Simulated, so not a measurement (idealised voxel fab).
Process module, titled voxel gate over fins
Cross-sectional view cut (width: 250 nm; square cell size: 5 nm).
Heads up, the way a cross-section reads in here is a grid of square cells, handed over as bands from the top down, with every band being one or more rows of cells. Band: top height; bottom height; in nm. Then, left to right: material with width in nm, for each material. "everywhere": a single material spanning edge to edge. "blank": empty space. Zero point of the height axis is 0; under it, received wafer = one material. Lowest band: continues down indefinitely, "top 0, no bottom". The width entry "30 to 40" should be interpreted row by row: the top row of cells in the band takes the first number, the bottom row takes the second number, and the change between adjacent rows is uniform throughout. What does "all unchanged" mean for a step? It means no cell of the cross-section changed in that step. The entry titled "Closed void list" provides the empty spaces that have no open way to the top, restricted to those of 8 cells or more. Each is presented as width x height at distance, the distance being measured from the left edge, with all three in nm. Note: text after step settings on the step line = simulator remark on that step. overlay nm: for a step with a mask, the amount by which the mask lay right of where it was planned; a negative amount means left of it. Heads up before you read on: it's before/after pairs around one process step each, after side only down to the lowest band that changed, step plus settings under the pair. Pairs can be from different runs of this module, same starting wafer, so only chain a pair onto the one above if its "Pre-process cross-section" entry says so.

Pre-process cross-section
- top 10, bottom 5  30 nm blank; 25 nm TiN; 30 nm blank; 25 nm TiN; 30 nm blank; 25 nm TiN; 30 nm blank; 25 nm TiN; 30 nm blank
- top 5, bottom 0  30 nm blank; 5 nm TiN; 15 nm HfO2; 5 nm TiN; 30 nm blank; 5 nm TiN; 15 nm HfO2; 5 nm TiN; 30 nm blank; 5 nm TiN; 15 nm HfO2; 5 nm TiN; 30 nm blank; 5 nm TiN; 15 nm HfO2; 5 nm TiN; 30 nm blank
- top 0, bottom -15  30 nm blank; 5 nm TiN; 5 nm HfO2; 5 nm Si; 5 nm HfO2; 5 nm TiN; 30 nm blank; 5 nm TiN; 5 nm HfO2; 5 nm Si; 5 nm HfO2; 5 nm TiN; 30 nm blank; 5 nm TiN; 5 nm HfO2; 5 nm Si; 5 nm HfO2; 5 nm TiN; 30 nm blank; 5 nm TiN; 5 nm HfO2; 5 nm Si; 5 nm HfO2; 5 nm TiN; 30 nm blank
- top -15, bottom -20  30 nm blank; 5 nm TiN; 5 nm HfO2; 5 nm Si; 5 nm HfO2; 40 nm TiN; 5 nm HfO2; 5 nm Si; 5 nm HfO2; 5 nm TiN; 30 nm blank; 5 nm TiN; 5 nm HfO2; 5 nm Si; 5 nm HfO2; 5 nm TiN; 30 nm blank; 5 nm TiN; 5 nm HfO2; 5 nm Si; 5 nm HfO2; 5 nm TiN; 30 nm blank
- top -20, bottom -25  30 nm blank; 5 nm TiN; 5 nm HfO2; 5 nm Si; 5 nm HfO2; 5 nm TiN; 25 nm HfO2; 10 nm TiN; 5 nm HfO2; 5 nm Si; 5 nm HfO2; 5 nm TiN; 30 nm blank; 5 nm TiN; 5 nm HfO2; 5 nm Si; 5 nm HfO2; 5 nm TiN; 30 nm blank; 5 nm TiN; 5 nm HfO2; 5 nm Si; 5 nm HfO2; 5 nm TiN; 30 nm blank
- top -25, bottom -30  35 nm TiN; 5 nm HfO2; 5 nm Si; 5 nm HfO2; 5 nm TiN; 5 nm HfO2; 5 nm TiN; 5 nm W; 5 nm TiN; 5 nm HfO2; 10 nm TiN; 5 nm HfO2; 5 nm Si; 5 nm HfO2; 40 nm TiN; 5 nm HfO2; 5 nm Si; 5 nm HfO2; 40 nm TiN; 5 nm HfO2; 5 nm Si; 5 nm HfO2; 35 nm TiN
- top -30, bottom -35  40 nm HfO2; 5 nm Si; 15 nm HfO2; 15 nm TiN; 20 nm HfO2; 5 nm Si; 50 nm HfO2; 5 nm Si; 50 nm HfO2; 5 nm Si; 40 nm HfO2
- top -35, bottom -45  40 nm SiO2; 5 nm Si; 50 nm SiO2; 5 nm Si; 50 nm SiO2; 5 nm Si; 50 nm SiO2; 5 nm Si; 40 nm SiO2
- top -45, no bottom  Si everywhere
- Closed void list: none

As Processed
- top 20, bottom 10  W everywhere
- top 10, bottom 5  30 nm W; 25 nm TiN; 30 nm W; 25 nm TiN; 30 nm W; 25 nm TiN; 30 nm W; 25 nm TiN; 30 nm W
- top 5, bottom 0  30 nm W; 5 nm TiN; 15 nm HfO2; 5 nm TiN; 30 nm W; 5 nm TiN; 15 nm HfO2; 5 nm TiN; 30 nm W; 5 nm TiN; 15 nm HfO2; 5 nm TiN; 30 nm W; 5 nm TiN; 15 nm HfO2; 5 nm TiN; 30 nm W
- top 0, bottom -15  30 nm W; 5 nm TiN; 5 nm HfO2; 5 nm Si; 5 nm HfO2; 5 nm TiN; 30 nm W; 5 nm TiN; 5 nm HfO2; 5 nm Si; 5 nm HfO2; 5 nm TiN; 30 nm W; 5 nm TiN; 5 nm HfO2; 5 nm Si; 5 nm HfO2; 5 nm TiN; 30 nm W; 5 nm TiN; 5 nm HfO2; 5 nm Si; 5 nm HfO2; 5 nm TiN; 30 nm W
- top -15, bottom -20  30 nm W; 5 nm TiN; 5 nm HfO2; 5 nm Si; 5 nm HfO2; 40 nm TiN; 5 nm HfO2; 5 nm Si; 5 nm HfO2; 5 nm TiN; 30 nm W; 5 nm TiN; 5 nm HfO2; 5 nm Si; 5 nm HfO2; 5 nm TiN; 30 nm W; 5 nm TiN; 5 nm HfO2; 5 nm Si; 5 nm HfO2; 5 nm TiN; 30 nm W
- top -20, bottom -25  30 nm W; 5 nm TiN; 5 nm HfO2; 5 nm Si; 5 nm HfO2; 5 nm TiN; 25 nm HfO2; 10 nm TiN; 5 nm HfO2; 5 nm Si; 5 nm HfO2; 5 nm TiN; 30 nm W; 5 nm TiN; 5 nm HfO2; 5 nm Si; 5 nm HfO2; 5 nm TiN; 30 nm W; 5 nm TiN; 5 nm HfO2; 5 nm Si; 5 nm HfO2; 5 nm TiN; 30 nm W
- Everything under -25 stays put, no change at all.
- Closed void list: none
Looking at the two cross-sections above, the step in the middle is FILL_DEP with material W, thk nm 10

Pre-process cross-section: the cross-section after the pair above

As Processed
- top 15, bottom 10  W everywhere
- Everything under 10 stays put, no change at all.
- Closed void list: none
Looking at the two cross-sections above, the step in the middle is CMP with height nm 15

Pre-process cross-section: the cross-section after the pair above

As Processed
- top 20, bottom 15  SiN everywhere
- Everything under 15 stays put, no change at all.
- Closed void list: none
Looking at the two cross-sections above, the step in the middle is CONFORMAL_DEP with material SiN, thk nm 5

Pre-process cross-section
- top 0, bottom -15  40 nm blank; 5 nm Si; 50 nm blank; 5 nm Si; 50 nm blank; 5 nm Si; 50 nm blank; 5 nm Si; 40 nm blank
- top -15, bottom -25  40 nm SiO2; 5 nm Si; 50 nm SiO2; 5 nm Si; 50 nm SiO2; 5 nm Si; 50 nm SiO2; 5 nm Si; 40 nm SiO2
- top -25, bottom -30  40 nm SiO2; 5 nm Si; 15 nm SiO2; 5 nm TiN; 5 nm W; 5 nm TiN; 20 nm SiO2; 5 nm Si; 50 nm SiO2; 5 nm Si; 50 nm SiO2; 5 nm Si; 40 nm SiO2
- top -30, bottom -35  40 nm SiO2; 5 nm Si; 15 nm SiO2; 15 nm TiN; 20 nm SiO2; 5 nm Si; 50 nm SiO2; 5 nm Si; 50 nm SiO2; 5 nm Si; 40 nm SiO2
- top -35, bottom -45  40 nm SiO2; 5 nm Si; 50 nm SiO2; 5 nm Si; 50 nm SiO2; 5 nm Si; 50 nm SiO2; 5 nm Si; 40 nm SiO2
- top -45, no bottom  Si everywhere
- Closed void list: none

As Processed
- top 5, bottom 0  35 nm blank; 15 nm TiN; 40 nm blank; 15 nm TiN; 40 nm blank; 15 nm TiN; 40 nm blank; 15 nm TiN; 35 nm blank
- top 0, bottom -10  35 nm blank; 5 nm TiN; 5 nm Si; 5 nm TiN; 40 nm blank; 5 nm TiN; 5 nm Si; 5 nm TiN; 40 nm blank; 5 nm TiN; 5 nm Si; 5 nm TiN; 40 nm blank; 5 nm TiN; 5 nm Si; 5 nm TiN; 35 nm blank
- top -10, bottom -15  40 nm TiN; 5 nm Si; 50 nm TiN; 5 nm Si; 50 nm TiN; 5 nm Si; 50 nm TiN; 5 nm Si; 40 nm TiN
- Everything under -15 stays put, no change at all.
- Closed void list: none
Looking at the two cross-sections above, the step in the middle is CONFORMAL_DEP with material TiN, thk nm 5

Pre-process cross-section: the cross-section after the pair above

As Processed
- top 10, bottom 5  30 nm blank; 25 nm HfO2; 30 nm blank; 25 nm HfO2; 30 nm blank; 25 nm HfO2; 30 nm blank; 25 nm HfO2; 30 nm blank
- top 5, bottom 0  30 nm blank; 5 nm HfO2; 15 nm TiN; 5 nm HfO2; 30 nm blank; 5 nm HfO2; 15 nm TiN; 5 nm HfO2; 30 nm blank; 5 nm HfO2; 15 nm TiN; 5 nm HfO2; 30 nm blank; 5 nm HfO2; 15 nm TiN; 5 nm HfO2; 30 nm blank
- top 0, bottom -5  30 nm blank; 5 nm HfO2; 5 nm TiN; 5 nm Si; 5 nm TiN; 5 nm HfO2; 30 nm blank; 5 nm HfO2; 5 nm TiN; 5 nm Si; 5 nm TiN; 5 nm HfO2; 30 nm blank; 5 nm HfO2; 5 nm TiN; 5 nm Si; 5 nm TiN; 5 nm HfO2; 30 nm blank; 5 nm HfO2; 5 nm TiN; 5 nm Si; 5 nm TiN; 5 nm HfO2; 30 nm blank
- top -5, bottom -10  35 nm HfO2; 5 nm TiN; 5 nm Si; 5 nm TiN; 40 nm HfO2; 5 nm TiN; 5 nm Si; 5 nm TiN; 40 nm HfO2; 5 nm TiN; 5 nm Si; 5 nm TiN; 40 nm HfO2; 5 nm TiN; 5 nm Si; 5 nm TiN; 35 nm HfO2
- Everything under -10 stays put, no change at all.
- Closed void list: none
Looking at the two cross-sections above, the step in the middle is CONFORMAL_DEP with material HfO2, thk nm 5

Pre-process cross-section: the cross-section after the pair above

As Processed
- top 20, bottom 10  W everywhere
- top 10, bottom 5  30 nm W; 25 nm HfO2; 30 nm W; 25 nm HfO2; 30 nm W; 25 nm HfO2; 30 nm W; 25 nm HfO2; 30 nm W
- top 5, bottom 0  30 nm W; 5 nm HfO2; 15 nm TiN; 5 nm HfO2; 30 nm W; 5 nm HfO2; 15 nm TiN; 5 nm HfO2; 30 nm W; 5 nm HfO2; 15 nm TiN; 5 nm HfO2; 30 nm W; 5 nm HfO2; 15 nm TiN; 5 nm HfO2; 30 nm W
- top 0, bottom -5  30 nm W; 5 nm HfO2; 5 nm TiN; 5 nm Si; 5 nm TiN; 5 nm HfO2; 30 nm W; 5 nm HfO2; 5 nm TiN; 5 nm Si; 5 nm TiN; 5 nm HfO2; 30 nm W; 5 nm HfO2; 5 nm TiN; 5 nm Si; 5 nm TiN; 5 nm HfO2; 30 nm W; 5 nm HfO2; 5 nm TiN; 5 nm Si; 5 nm TiN; 5 nm HfO2; 30 nm W
- Everything under -5 stays put, no change at all.
- Closed void list: none
Looking at the two cross-sections above, the step in the middle is FILL_DEP with material W, thk nm 10

Pre-process cross-section: the cross-section after the pair above

As Processed
- top 15, bottom 10  W everywhere
- Everything under 10 stays put, no change at all.
- Closed void list: none
Looking at the two cross-sections above, the step in the middle is CMP with height nm 15

Pre-process cross-section: the cross-section after the pair above

As Processed
- top 20, bottom 15  SiN everywhere
- Everything under 15 stays put, no change at all.
- Closed void list: none
Looking at the two cross-sections above, the step in the middle is CONFORMAL_DEP with material SiN, thk nm 5

Pre-process cross-section
- top 5, bottom 0  35 nm blank; 15 nm SiN; 40 nm blank; 15 nm SiN; 40 nm blank; 15 nm SiN; 40 nm blank; 15 nm SiN; 35 nm blank
- top 0, no bottom  Si everywhere
- Closed void list: none

As Processed
- top 5, bottom 0  35 nm blank; 15 nm SiN; 40 nm blank; 15 nm SiN; 40 nm blank; 15 nm SiN; 40 nm blank; 15 nm SiN; 35 nm blank
- top 0, bottom -35  35 nm blank; 15 nm Si; 40 nm blank; 15 nm Si; 40 nm blank; 15 nm Si; 40 nm blank; 15 nm Si; 35 nm blank
- Everything under -35 stays put, no change at all.
- Closed void list: none
Looking at the two cross-sections above, the step in the middle is MASKED_ETCH with tone cover, mask id FINS, width nm 15, pitch nm 55, etch materials Si, depth nm 35, overlay nm 0

Pre-process cross-section: the cross-section after the pair above

As Processed
- top 5, bottom 0  35 nm blank; 15 nm SiN; 40 nm blank; 15 nm SiN; 40 nm blank; 15 nm SiN; 40 nm blank; 15 nm SiN; 35 nm blank
- top 0, bottom -35  35 nm blank; 5 nm SiO2; 5 nm Si; 5 nm SiO2; 40 nm blank; 5 nm SiO2; 5 nm Si; 5 nm SiO2; 40 nm blank; 5 nm SiO2; 5 nm Si; 5 nm SiO2; 40 nm blank; 5 nm SiO2; 5 nm Si; 5 nm SiO2; 35 nm blank
- top -35, bottom -40  40 nm SiO2; 5 nm Si; 50 nm SiO2; 5 nm Si; 50 nm SiO2; 5 nm Si; 50 nm SiO2; 5 nm Si; 40 nm SiO2
- Everything under -40 stays put, no change at all.
- Closed void list: none
Looking at the two cross-sections above, the step in the middle is OXIDIZE with depth nm 5

Pre-process cross-section: the cross-section after the pair above

As Processed
- top 20, bottom 5  SiO2 everywhere
- top 5, bottom 0  35 nm SiO2; 15 nm SiN; 40 nm SiO2; 15 nm SiN; 40 nm SiO2; 15 nm SiN; 40 nm SiO2; 15 nm SiN; 35 nm SiO2
- top 0, bottom -40  40 nm SiO2; 5 nm Si; 50 nm SiO2; 5 nm Si; 50 nm SiO2; 5 nm Si; 50 nm SiO2; 5 nm Si; 40 nm SiO2
- Everything under -40 stays put, no change at all.
- Closed void list: none
Looking at the two cross-sections above, the step in the middle is FILL_DEP with material SiO2, thk nm 15

Pre-process cross-section: the cross-section after the pair above

As Processed
- top 5, bottom 0  35 nm SiO2; 15 nm SiN; 40 nm SiO2; 15 nm SiN; 40 nm SiO2; 15 nm SiN; 40 nm SiO2; 15 nm SiN; 35 nm SiO2
- Everything under 0 stays put, no change at all.
- Closed void list: none
Looking at the two cross-sections above, the step in the middle is CMP with height nm 5

Pre-process cross-section: the cross-section after the pair above

As Processed
- top 5, bottom 0  35 nm SiO2; 15 nm SiN; 10 nm SiO2; 15 nm blank; 15 nm SiO2; 15 nm SiN; 40 nm SiO2; 15 nm SiN; 40 nm SiO2; 15 nm SiN; 35 nm SiO2
- top 0, bottom -35  40 nm SiO2; 5 nm Si; 15 nm SiO2; 15 nm blank; 20 nm SiO2; 5 nm Si; 50 nm SiO2; 5 nm Si; 50 nm SiO2; 5 nm Si; 40 nm SiO2
- Everything under -35 stays put, no change at all.
- Closed void list: none
Looking at the two cross-sections above, the step in the middle is MASKED_ETCH with tone open, mask id RAIL, width nm 15, etch materials SiO2, depth nm 40, overlay nm 0

Pre-process cross-section: the cross-section after the pair above

As Processed
- top 10, bottom 5  65 nm TiN; 5 nm blank; 180 nm TiN
- top 5, bottom 0  35 nm SiO2; 15 nm SiN; 10 nm SiO2; 5 nm TiN; 5 nm blank; 5 nm TiN; 15 nm SiO2; 15 nm SiN; 40 nm SiO2; 15 nm SiN; 40 nm SiO2; 15 nm SiN; 35 nm SiO2
- top 0, bottom -30  40 nm SiO2; 5 nm Si; 15 nm SiO2; 5 nm TiN; 5 nm blank; 5 nm TiN; 20 nm SiO2; 5 nm Si; 50 nm SiO2; 5 nm Si; 50 nm SiO2; 5 nm Si; 40 nm SiO2
- top -30, bottom -35  40 nm SiO2; 5 nm Si; 15 nm SiO2; 15 nm TiN; 20 nm SiO2; 5 nm Si; 50 nm SiO2; 5 nm Si; 50 nm SiO2; 5 nm Si; 40 nm SiO2
- Everything under -35 stays put, no change at all.
- Closed void list: none
Looking at the two cross-sections above, the step in the middle is CONFORMAL_DEP with material TiN, thk nm 5

Pre-process cross-section: the cross-section after the pair above

As Processed
- top 20, bottom 10  W everywhere
- top 10, bottom 5  65 nm TiN; 5 nm W; 180 nm TiN
- top 5, bottom 0  35 nm SiO2; 15 nm SiN; 10 nm SiO2; 5 nm TiN; 5 nm W; 5 nm TiN; 15 nm SiO2; 15 nm SiN; 40 nm SiO2; 15 nm SiN; 40 nm SiO2; 15 nm SiN; 35 nm SiO2
- top 0, bottom -30  40 nm SiO2; 5 nm Si; 15 nm SiO2; 5 nm TiN; 5 nm W; 5 nm TiN; 20 nm SiO2; 5 nm Si; 50 nm SiO2; 5 nm Si; 50 nm SiO2; 5 nm Si; 40 nm SiO2
- Everything under -30 stays put, no change at all.
- Closed void list: none
Looking at the two cross-sections above, the step in the middle is FILL_DEP with material W, thk nm 10

Pre-process cross-section: the cross-section after the pair above

As Processed
- top 5, bottom 0  35 nm SiO2; 15 nm SiN; 10 nm SiO2; 5 nm TiN; 5 nm W; 5 nm TiN; 15 nm SiO2; 15 nm SiN; 40 nm SiO2; 15 nm SiN; 40 nm SiO2; 15 nm SiN; 35 nm SiO2
- Everything under 0 stays put, no change at all.
- Closed void list: none
Looking at the two cross-sections above, the step in the middle is CMP with height nm 5

Pre-process cross-section: the cross-section after the pair above

As Processed
- top 5, bottom 0  35 nm SiO2; 15 nm SiN; 10 nm SiO2; 15 nm blank; 15 nm SiO2; 15 nm SiN; 40 nm SiO2; 15 nm SiN; 40 nm SiO2; 15 nm SiN; 35 nm SiO2
- top 0, bottom -25  40 nm SiO2; 5 nm Si; 15 nm SiO2; 15 nm blank; 20 nm SiO2; 5 nm Si; 50 nm SiO2; 5 nm Si; 50 nm SiO2; 5 nm Si; 40 nm SiO2
- Everything under -25 stays put, no change at all.
- Closed void list: none
Looking at the two cross-sections above, the step in the middle is SELECTIVE_ETCH with etch materials W Ru TiN, depth nm 30

Pre-process cross-section: the cross-section after the pair above

As Processed
- top 10, bottom 5  SiO2 everywhere
- top 5, bottom 0  35 nm SiO2; 15 nm SiN; 40 nm SiO2; 15 nm SiN; 40 nm SiO2; 15 nm SiN; 40 nm SiO2; 15 nm SiN; 35 nm SiO2
- top 0, bottom -25  40 nm SiO2; 5 nm Si; 50 nm SiO2; 5 nm Si; 50 nm SiO2; 5 nm Si; 50 nm SiO2; 5 nm Si; 40 nm SiO2
- Everything under -25 stays put, no change at all.
- Closed void list: none
Looking at the two cross-sections above, the step in the middle is FILL_DEP with material SiO2, thk nm 5

Pre-process cross-section: the cross-section after the pair above

As Processed
- top 5, bottom 0  35 nm SiO2; 15 nm SiN; 40 nm SiO2; 15 nm SiN; 40 nm SiO2; 15 nm SiN; 40 nm SiO2; 15 nm SiN; 35 nm SiO2
- Everything under 0 stays put, no change at all.
- Closed void list: none
Looking at the two cross-sections above, the step in the middle is CMP with height nm 5

Pre-process cross-section: the cross-section after the pair above

As Processed
- top 5, bottom 0  35 nm blank; 15 nm SiN; 40 nm blank; 15 nm SiN; 40 nm blank; 15 nm SiN; 40 nm blank; 15 nm SiN; 35 nm blank
- top 0, bottom -15  40 nm blank; 5 nm Si; 50 nm blank; 5 nm Si; 50 nm blank; 5 nm Si; 50 nm blank; 5 nm Si; 40 nm blank
- Everything under -15 stays put, no change at all.
- Closed void list: none
Looking at the two cross-sections above, the step in the middle is SELECTIVE_ETCH with etch materials SiO2, depth nm 20

Pre-process cross-section: the cross-section after the pair above

As Processed
- top 0, bottom -15  40 nm blank; 5 nm Si; 50 nm blank; 5 nm Si; 50 nm blank; 5 nm Si; 50 nm blank; 5 nm Si; 40 nm blank
- Everything under -15 stays put, no change at all.
- Closed void list: none
Looking at the two cross-sections above, the step in the middle is STRIP with etch materials SiN

Pre-process cross-section: the cross-section after the pair above

As Processed
- top 5, bottom 0  35 nm blank; 15 nm HfO2; 40 nm blank; 15 nm HfO2; 40 nm blank; 15 nm HfO2; 40 nm blank; 15 nm HfO2; 35 nm blank
- top 0, bottom -10  35 nm blank; 5 nm HfO2; 5 nm Si; 5 nm HfO2; 40 nm blank; 5 nm HfO2; 5 nm Si; 5 nm HfO2; 40 nm blank; 5 nm HfO2; 5 nm Si; 5 nm HfO2; 40 nm blank; 5 nm HfO2; 5 nm Si; 5 nm HfO2; 35 nm blank
- top -10, bottom -15  40 nm HfO2; 5 nm Si; 50 nm HfO2; 5 nm Si; 50 nm HfO2; 5 nm Si; 50 nm HfO2; 5 nm Si; 40 nm HfO2
- Everything under -15 stays put, no change at all.
- Closed void list: none
Looking at the two cross-sections above, the step in the middle is CONFORMAL_DEP with material HfO2, thk nm 5

Pre-process cross-section: the cross-section after the pair above

As Processed
- top 10, bottom 5  30 nm blank; 25 nm TiN; 30 nm blank; 25 nm TiN; 30 nm blank; 25 nm TiN; 30 nm blank; 25 nm TiN; 30 nm blank
- top 5, bottom 0  30 nm blank; 5 nm TiN; 15 nm HfO2; 5 nm TiN; 30 nm blank; 5 nm TiN; 15 nm HfO2; 5 nm TiN; 30 nm blank; 5 nm TiN; 15 nm HfO2; 5 nm TiN; 30 nm blank; 5 nm TiN; 15 nm HfO2; 5 nm TiN; 30 nm blank
- top 0, bottom -5  30 nm blank; 5 nm TiN; 5 nm HfO2; 5 nm Si; 5 nm HfO2; 5 nm TiN; 30 nm blank; 5 nm TiN; 5 nm HfO2; 5 nm Si; 5 nm HfO2; 5 nm TiN; 30 nm blank; 5 nm TiN; 5 nm HfO2; 5 nm Si; 5 nm HfO2; 5 nm TiN; 30 nm blank; 5 nm TiN; 5 nm HfO2; 5 nm Si; 5 nm HfO2; 5 nm TiN; 30 nm blank
- top -5, bottom -10  35 nm TiN; 5 nm HfO2; 5 nm Si; 5 nm HfO2; 40 nm TiN; 5 nm HfO2; 5 nm Si; 5 nm HfO2; 40 nm TiN; 5 nm HfO2; 5 nm Si; 5 nm HfO2; 40 nm TiN; 5 nm HfO2; 5 nm Si; 5 nm HfO2; 35 nm TiN
- Everything under -10 stays put, no change at all.
- Closed void list: none
Looking at the two cross-sections above, the step in the middle is CONFORMAL_DEP with material TiN, thk nm 5

Pre-process cross-section: the cross-section after the pair above

As Processed
- top 20, bottom 10  W everywhere
- top 10, bottom 5  30 nm W; 25 nm TiN; 30 nm W; 25 nm TiN; 30 nm W; 25 nm TiN; 30 nm W; 25 nm TiN; 30 nm W
- top 5, bottom 0  30 nm W; 5 nm TiN; 15 nm HfO2; 5 nm TiN; 30 nm W; 5 nm TiN; 15 nm HfO2; 5 nm TiN; 30 nm W; 5 nm TiN; 15 nm HfO2; 5 nm TiN; 30 nm W; 5 nm TiN; 15 nm HfO2; 5 nm TiN; 30 nm W
- top 0, bottom -5  30 nm W; 5 nm TiN; 5 nm HfO2; 5 nm Si; 5 nm HfO2; 5 nm TiN; 30 nm W; 5 nm TiN; 5 nm HfO2; 5 nm Si; 5 nm HfO2; 5 nm TiN; 30 nm W; 5 nm TiN; 5 nm HfO2; 5 nm Si; 5 nm HfO2; 5 nm TiN; 30 nm W; 5 nm TiN; 5 nm HfO2; 5 nm Si; 5 nm HfO2; 5 nm TiN; 30 nm W
- Everything under -5 stays put, no change at all.
- Closed void list: none
Looking at the two cross-sections above, the step in the middle is FILL_DEP with material W, thk nm 10

Pre-process cross-section: the cross-section after the pair above

As Processed
- top 15, bottom 10  W everywhere
- Everything under 10 stays put, no change at all.
- Closed void list: none
Looking at the two cross-sections above, the step in the middle is CMP with height nm 15

Pre-process cross-section: the cross-section after the pair above

As Processed
- top 20, bottom 15  SiN everywhere
- Everything under 15 stays put, no change at all.
- Closed void list: none
Looking at the two cross-sections above, the step in the middle is CONFORMAL_DEP with material SiN, thk nm 5

Pre-process cross-section
- top 5, bottom 0  35 nm SiO2; 15 nm SiN; 40 nm SiO2; 15 nm SiN; 40 nm SiO2; 15 nm SiN; 40 nm SiO2; 15 nm SiN; 35 nm SiO2
- top 0, bottom -45  40 nm SiO2; 5 nm Si; 50 nm SiO2; 5 nm Si; 50 nm SiO2; 5 nm Si; 50 nm SiO2; 5 nm Si; 40 nm SiO2
- top -45, no bottom  Si everywhere
- Closed void list: none

As Processed
- top 5, bottom 0  35 nm SiO2; 15 nm SiN; 5 nm SiO2; 25 nm blank; 10 nm SiO2; 15 nm SiN; 40 nm SiO2; 15 nm SiN; 40 nm SiO2; 15 nm SiN; 35 nm SiO2
- top 0, bottom -35  40 nm SiO2; 5 nm Si; 10 nm SiO2; 25 nm blank; 15 nm SiO2; 5 nm Si; 50 nm SiO2; 5 nm Si; 50 nm SiO2; 5 nm Si; 40 nm SiO2
- Everything under -35 stays put, no change at all.
- Closed void list: none
Looking at the two cross-sections above, the step in the middle is MASKED_ETCH with tone open, mask id RAIL, width nm 25, etch materials SiO2, depth nm 40, overlay nm 0

Pre-process cross-section: the cross-section after the pair above

As Processed
- top 10, bottom 5  60 nm TiN; 15 nm blank; 175 nm TiN
- top 5, bottom 0  35 nm SiO2; 15 nm SiN; 5 nm SiO2; 5 nm TiN; 15 nm blank; 5 nm TiN; 10 nm SiO2; 15 nm SiN; 40 nm SiO2; 15 nm SiN; 40 nm SiO2; 15 nm SiN; 35 nm SiO2
- top 0, bottom -30  40 nm SiO2; 5 nm Si; 10 nm SiO2; 5 nm TiN; 15 nm blank; 5 nm TiN; 15 nm SiO2; 5 nm Si; 50 nm SiO2; 5 nm Si; 50 nm SiO2; 5 nm Si; 40 nm SiO2
- top -30, bottom -35  40 nm SiO2; 5 nm Si; 10 nm SiO2; 25 nm TiN; 15 nm SiO2; 5 nm Si; 50 nm SiO2; 5 nm Si; 50 nm SiO2; 5 nm Si; 40 nm SiO2
- Everything under -35 stays put, no change at all.
- Closed void list: none
Looking at the two cross-sections above, the step in the middle is CONFORMAL_DEP with material TiN, thk nm 5

Pre-process cross-section: the cross-section after the pair above

As Processed
- top 20, bottom 10  W everywhere
- top 10, bottom 5  60 nm TiN; 15 nm W; 175 nm TiN
- top 5, bottom 0  35 nm SiO2; 15 nm SiN; 5 nm SiO2; 5 nm TiN; 15 nm W; 5 nm TiN; 10 nm SiO2; 15 nm SiN; 40 nm SiO2; 15 nm SiN; 40 nm SiO2; 15 nm SiN; 35 nm SiO2
- top 0, bottom -30  40 nm SiO2; 5 nm Si; 10 nm SiO2; 5 nm TiN; 15 nm W; 5 nm TiN; 15 nm SiO2; 5 nm Si; 50 nm SiO2; 5 nm Si; 50 nm SiO2; 5 nm Si; 40 nm SiO2
- Everything under -30 stays put, no change at all.
- Closed void list: none
Looking at the two cross-sections above, the step in the middle is FILL_DEP with material W, thk nm 10

Pre-process cross-section: the cross-section after the pair above

As Processed
- top 5, bottom 0  35 nm SiO2; 15 nm SiN; 5 nm SiO2; 5 nm TiN; 15 nm W; 5 nm TiN; 10 nm SiO2; 15 nm SiN; 40 nm SiO2; 15 nm SiN; 40 nm SiO2; 15 nm SiN; 35 nm SiO2
- Everything under 0 stays put, no change at all.
- Closed void list: none
Looking at the two cross-sections above, the step in the middle is CMP with height nm 5

Pre-process cross-section: the cross-section after the pair above

As Processed
- top 5, bottom 0  35 nm SiO2; 15 nm SiN; 5 nm SiO2; 25 nm blank; 10 nm SiO2; 15 nm SiN; 40 nm SiO2; 15 nm SiN; 40 nm SiO2; 15 nm SiN; 35 nm SiO2
- top 0, bottom -25  40 nm SiO2; 5 nm Si; 10 nm SiO2; 25 nm blank; 15 nm SiO2; 5 nm Si; 50 nm SiO2; 5 nm Si; 50 nm SiO2; 5 nm Si; 40 nm SiO2
- Everything under -25 stays put, no change at all.
- Closed void list: none
Looking at the two cross-sections above, the step in the middle is SELECTIVE_ETCH with etch materials W Ru TiN, depth nm 30

Pre-process cross-section: the cross-section after the pair above

As Processed
- top 10, bottom 5  SiO2 everywhere
- top 5, bottom 0  35 nm SiO2; 15 nm SiN; 40 nm SiO2; 15 nm SiN; 40 nm SiO2; 15 nm SiN; 40 nm SiO2; 15 nm SiN; 35 nm SiO2
- top 0, bottom -25  40 nm SiO2; 5 nm Si; 50 nm SiO2; 5 nm Si; 50 nm SiO2; 5 nm Si; 50 nm SiO2; 5 nm Si; 40 nm SiO2
- Everything under -25 stays put, no change at all.
- Closed void list: none
Looking at the two cross-sections above, the step in the middle is FILL_DEP with material SiO2, thk nm 5

Pre-process cross-section: the cross-section after the pair above

As Processed
- top 5, bottom 0  35 nm SiO2; 15 nm SiN; 40 nm SiO2; 15 nm SiN; 40 nm SiO2; 15 nm SiN; 40 nm SiO2; 15 nm SiN; 35 nm SiO2
- Everything under 0 stays put, no change at all.
- Closed void list: none
Looking at the two cross-sections above, the step in the middle is CMP with height nm 5

Pre-process cross-section: the cross-section after the pair above

As Processed
- top 5, bottom 0  35 nm blank; 15 nm SiN; 40 nm blank; 15 nm SiN; 40 nm blank; 15 nm SiN; 40 nm blank; 15 nm SiN; 35 nm blank
- top 0, bottom -15  40 nm blank; 5 nm Si; 50 nm blank; 5 nm Si; 50 nm blank; 5 nm Si; 50 nm blank; 5 nm Si; 40 nm blank
- Everything under -15 stays put, no change at all.
- Closed void list: none
Looking at the two cross-sections above, the step in the middle is SELECTIVE_ETCH with etch materials SiO2, depth nm 20

Pre-process cross-section: the cross-section after the pair above

As Processed
- top 0, bottom -15  40 nm blank; 5 nm Si; 50 nm blank; 5 nm Si; 50 nm blank; 5 nm Si; 50 nm blank; 5 nm Si; 40 nm blank
- Everything under -15 stays put, no change at all.
- Closed void list: none
Looking at the two cross-sections above, the step in the middle is STRIP with etch materials SiN

Pre-process cross-section: the cross-section after the pair above

As Processed
- top 5, bottom 0  35 nm blank; 15 nm HfO2; 40 nm blank; 15 nm HfO2; 40 nm blank; 15 nm HfO2; 40 nm blank; 15 nm HfO2; 35 nm blank
- top 0, bottom -10  35 nm blank; 5 nm HfO2; 5 nm Si; 5 nm HfO2; 40 nm blank; 5 nm HfO2; 5 nm Si; 5 nm HfO2; 40 nm blank; 5 nm HfO2; 5 nm Si; 5 nm HfO2; 40 nm blank; 5 nm HfO2; 5 nm Si; 5 nm HfO2; 35 nm blank
- top -10, bottom -15  40 nm HfO2; 5 nm Si; 50 nm HfO2; 5 nm Si; 50 nm HfO2; 5 nm Si; 50 nm HfO2; 5 nm Si; 40 nm HfO2
- Everything under -15 stays put, no change at all.
- Closed void list: none
Looking at the two cross-sections above, the step in the middle is CONFORMAL_DEP with material HfO2, thk nm 5
